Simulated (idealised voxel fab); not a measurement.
Process module in this document: voxel quadruple lines
This is section cut - it's 260 nm across, gridded in 5 nm square cells.
Reading order for cross-sections: top band down to bottom band. Underlying form: a grid of square cells. Band size: one or more rows of cells.
Band: top and bottom heights (nm) first, top before bottom; then materials from left to right, widths in nm. "throughout" marks a sole material filling the band edge to edge. "air" denotes empty space.
For the purposes of this specification, 0 denotes the height below which the wafer in its as-received condition is composed wholly of one material, and the lowermost band, lacking a lower limit, extends downward without end, as expressed in "from 0 down".
You'd read "30->40" like this: the band's top row of cells is as wide as the first number, its bottom row is as wide as the second, and going down, every row changes width by the same amount as the row before did.
For the purposes of this document, the phrase "no modification" attached to a step denotes that no cell within the cross-section was modified by that step.
Heads up: "Closed cavities" only lists the empty pockets with no open path to the top that are 8 cells or more, and it writes them as width x height at distance, distance from the left edge, in nm.
Note: text after step settings on the step line = simulator remark on that step.
You can add "overlay nm" to a step's line. For a step with a mask, it describes how far the mask lay to the right of its planned position, and a negative number describes a lay to the left.

The planned process steps are enumerated hereunder
| 1 | RECEIVE | material Si |
| 2 | CONFORMAL_DEP | material Al2O3 | thk nm 5 |
| 3 | DIRECTIONAL_DEP | material Ru | thk nm 10 |
| 4 | DIRECTIONAL_DEP | material polySi | thk nm 15 |
| 5 | DIRECTIONAL_DEP | material aC | thk nm 25 |
| 6 | PATTERN | tone cover | mask id MANDREL | material resist | width nm 30 | pitch nm 80 | thk nm 35 | overlay nm 0 |
| 7 | DIRECTIONAL_ETCH | etch materials aC | depth nm 25 |
| 8 | STRIP | etch materials resist |
| 9 | CONFORMAL_DEP | material SiO2 | thk nm 10 |
| 10 | DIRECTIONAL_ETCH | etch materials SiO2 | depth nm 10 |
| 11 | STRIP | etch materials aC |
| 12 | DIRECTIONAL_ETCH | etch materials polySi | depth nm 15 |
| 13 | STRIP | etch materials SiO2 |
| 14 | CONFORMAL_DEP | material SiCN | thk nm 10 |
| 15 | DIRECTIONAL_ETCH | etch materials SiCN | depth nm 10 |
| 16 | STRIP | etch materials polySi |
| 17 | DIRECTIONAL_ETCH | etch materials Ru | depth nm 10 |
| 18 | STRIP | etch materials SiCN |

First wafer of two (run as planned)

Cross-section of the incoming wafer, state after step 1
from 0 down: Si throughout
Closed cavities: none

Cross-section of the wafer after step 2
from 5 to 0: Al2O3 throughout
Below a height of 0, the structure has not been altered.

Cross-section of the wafer after step 3
from 15 to 5: Ru throughout
Below a height of 5, the structure has not been altered.

Cross-section of the wafer after step 4
from 30 to 15: polySi throughout
Below a height of 15, the structure has not been altered.

Cross-section of the wafer after step 5
from 55 to 30: aC throughout
Below a height of 30, the structure has not been altered.

Cross-section of the wafer after step 6
from 90 to 55: air=75 / resist=30 / air=50 / resist=30 / air=75
Below a height of 55, the structure has not been altered.

Cross-section of the wafer after step 7
from 65 to 55: air=75 / resist=30 / air=50 / resist=30 / air=75
from 55 to 30: air=75 / aC=30 / air=50 / aC=30 / air=75
Below a height of 30, the structure has not been altered.

Cross-section of the wafer after step 8
from 55 to 30: air=75 / aC=30 / air=50 / aC=30 / air=75
Below a height of 30, the structure has not been altered.

Cross-section of the wafer after step 9
from 65 to 55: air=65 / SiO2=50 / air=30 / SiO2=50 / air=65
from 55 to 40: air=65 / SiO2=10 / aC=30 / SiO2=10 / air=30 / SiO2=10 / aC=30 / SiO2=10 / air=65
from 40 to 30: SiO2=75 / aC=30 / SiO2=50 / aC=30 / SiO2=75
Below a height of 30, the structure has not been altered.

Cross-section of the wafer after step 10
from 55 to 30: air=65 / SiO2=10 / aC=30 / SiO2=10 / air=30 / SiO2=10 / aC=30 / SiO2=10 / air=65
Below a height of 30, the structure has not been altered.

Cross-section of the wafer after step 11
from 55 to 30: air=65 / SiO2=10 / air=30 / SiO2=10 / air=30 / SiO2=10 / air=30 / SiO2=10 / air=65
Below a height of 30, the structure has not been altered.

Cross-section of the wafer after step 12
from 55 to 30: air=65 / SiO2=10 / air=30 / SiO2=10 / air=30 / SiO2=10 / air=30 / SiO2=10 / air=65
from 30 to 15: air=65 / polySi=10 / air=30 / polySi=10 / air=30 / polySi=10 / air=30 / polySi=10 / air=65
Below a height of 15, the structure has not been altered.

Cross-section of the wafer after step 13
from 30 to 15: air=65 / polySi=10 / air=30 / polySi=10 / air=30 / polySi=10 / air=30 / polySi=10 / air=65
Below a height of 15, the structure has not been altered.

Cross-section of the wafer after step 14
from 40 to 30: air=55 / SiCN=30 / air=10 / SiCN=30 / air=10 / SiCN=30 / air=10 / SiCN=30 / air=55
from 30 to 25: air=55 / SiCN=10 / polySi=10 / SiCN=10 / air=10 / SiCN=10 / polySi=10 / SiCN=10 / air=10 / SiCN=10 / polySi=10 / SiCN=10 / air=10 / SiCN=10 / polySi=10 / SiCN=10 / air=55
from 25 to 15: SiCN=65 / polySi=10 / SiCN=30 / polySi=10 / SiCN=30 / polySi=10 / SiCN=30 / polySi=10 / SiCN=65
Below a height of 15, the structure has not been altered.

Cross-section of the wafer after step 15
from 30 to 15: air=55 / SiCN=10 / polySi=10 / SiCN=10 / air=10 / SiCN=10 / polySi=10 / SiCN=10 / air=10 / SiCN=10 / polySi=10 / SiCN=10 / air=10 / SiCN=10 / polySi=10 / SiCN=10 / air=55
Below a height of 15, the structure has not been altered.

Cross-section of the wafer after step 16
from 30 to 15: air=55 / SiCN=10 / air=10 / SiCN=10 / air=10 / SiCN=10 / air=10 / SiCN=10 / air=10 / SiCN=10 / air=10 / SiCN=10 / air=10 / SiCN=10 / air=10 / SiCN=10 / air=55
Below a height of 15, the structure has not been altered.

Cross-section of the wafer after step 17
from 30 to 15: air=55 / SiCN=10 / air=10 / SiCN=10 / air=10 / SiCN=10 / air=10 / SiCN=10 / air=10 / SiCN=10 / air=10 / SiCN=10 / air=10 / SiCN=10 / air=10 / SiCN=10 / air=55
from 15 to 5: air=55 / Ru=10 / air=10 / Ru=10 / air=10 / Ru=10 / air=10 / Ru=10 / air=10 / Ru=10 / air=10 / Ru=10 / air=10 / Ru=10 / air=10 / Ru=10 / air=55
Below a height of 5, the structure has not been altered.

Cross-section of the wafer after step 18
from 15 to 5: air=55 / Ru=10 / air=10 / Ru=10 / air=10 / Ru=10 / air=10 / Ru=10 / air=10 / Ru=10 / air=10 / Ru=10 / air=10 / Ru=10 / air=10 / Ru=10 / air=55
Below a height of 5, the structure has not been altered.

Second Wafer (Identical Start and Plan, One Processing Error; Matches First Wafer Through Step 5)

X-section, second wafer, when step 6 was due to finish
from 90 to 55: resist=75 / air=30 / resist=50 / air=30 / resist=75
Below a height of 55, the structure has not been altered.

X-section, second wafer, when step 7 was due to finish
from 65 to 55: resist=75 / air=30 / resist=50 / air=30 / resist=75
from 55 to 30: aC=75 / air=30 / aC=50 / air=30 / aC=75
Below a height of 30, the structure has not been altered.

X-section, second wafer, when step 8 was due to finish
from 55 to 30: aC=75 / air=30 / aC=50 / air=30 / aC=75
Below a height of 30, the structure has not been altered.

X-section, second wafer, when step 9 was due to finish
from 65 to 55: SiO2=85 / air=10 / SiO2=70 / air=10 / SiO2=85
from 55 to 40: aC=75 / SiO2=10 / air=10 / SiO2=10 / aC=50 / SiO2=10 / air=10 / SiO2=10 / aC=75
from 40 to 30: aC=75 / SiO2=30 / aC=50 / SiO2=30 / aC=75
Below a height of 30, the structure has not been altered.

X-section, second wafer, when step 10 was due to finish
from 55 to 30: aC=75 / SiO2=10 / air=10 / SiO2=10 / aC=50 / SiO2=10 / air=10 / SiO2=10 / aC=75
Below a height of 30, the structure has not been altered.

X-section, second wafer, when step 11 was due to finish
from 55 to 30: air=75 / SiO2=10 / air=10 / SiO2=10 / air=50 / SiO2=10 / air=10 / SiO2=10 / air=75
Below a height of 30, the structure has not been altered.

X-section, second wafer, when step 12 was due to finish
from 55 to 30: air=75 / SiO2=10 / air=10 / SiO2=10 / air=50 / SiO2=10 / air=10 / SiO2=10 / air=75
from 30 to 15: air=75 / polySi=10 / air=10 / polySi=10 / air=50 / polySi=10 / air=10 / polySi=10 / air=75
Below a height of 15, the structure has not been altered.

X-section, second wafer, when step 13 was due to finish
from 30 to 15: air=75 / polySi=10 / air=10 / polySi=10 / air=50 / polySi=10 / air=10 / polySi=10 / air=75
Below a height of 15, the structure has not been altered.

X-section, second wafer, when step 14 was due to finish
from 40 to 30: air=65 / SiCN=50 / air=30 / SiCN=50 / air=65
from 30 to 25: air=65 / SiCN=10 / polySi=10 / SiCN=10 / polySi=10 / SiCN=10 / air=30 / SiCN=10 / polySi=10 / SiCN=10 / polySi=10 / SiCN=10 / air=65
from 25 to 15: SiCN=75 / polySi=10 / SiCN=10 / polySi=10 / SiCN=50 / polySi=10 / SiCN=10 / polySi=10 / SiCN=75
Below a height of 15, the structure has not been altered.

X-section, second wafer, when step 15 was due to finish
from 30 to 15: air=65 / SiCN=10 / polySi=10 / SiCN=10 / polySi=10 / SiCN=10 / air=30 / SiCN=10 / polySi=10 / SiCN=10 / polySi=10 / SiCN=10 / air=65
Below a height of 15, the structure has not been altered.

X-section, second wafer, when step 16 was due to finish
from 30 to 15: air=65 / SiCN=10 / air=10 / SiCN=10 / air=10 / SiCN=10 / air=30 / SiCN=10 / air=10 / SiCN=10 / air=10 / SiCN=10 / air=65
Below a height of 15, the structure has not been altered.

X-section, second wafer, when step 17 was due to finish
from 30 to 15: air=65 / SiCN=10 / air=10 / SiCN=10 / air=10 / SiCN=10 / air=30 / SiCN=10 / air=10 / SiCN=10 / air=10 / SiCN=10 / air=65
from 15 to 5: air=65 / Ru=10 / air=10 / Ru=10 / air=10 / Ru=10 / air=30 / Ru=10 / air=10 / Ru=10 / air=10 / Ru=10 / air=65
Below a height of 5, the structure has not been altered.

X-section, second wafer, when step 18 was due to finish
from 15 to 5: air=65 / Ru=10 / air=10 / Ru=10 / air=10 / Ru=10 / air=30 / Ru=10 / air=10 / Ru=10 / air=10 / Ru=10 / air=65
Below a height of 5, the structure has not been altered.
Diagnosis: step 6 ran with different settings than intended, the actual operation and settings being PATTERN | tone open | mask id MANDREL | material resist | width nm 30 | pitch nm 80 | thk nm 35 | overlay nm 0
In the final state, the cell counts of the second wafer exceed or fall short of those of the first for the following materials: 8 fewer of Ru
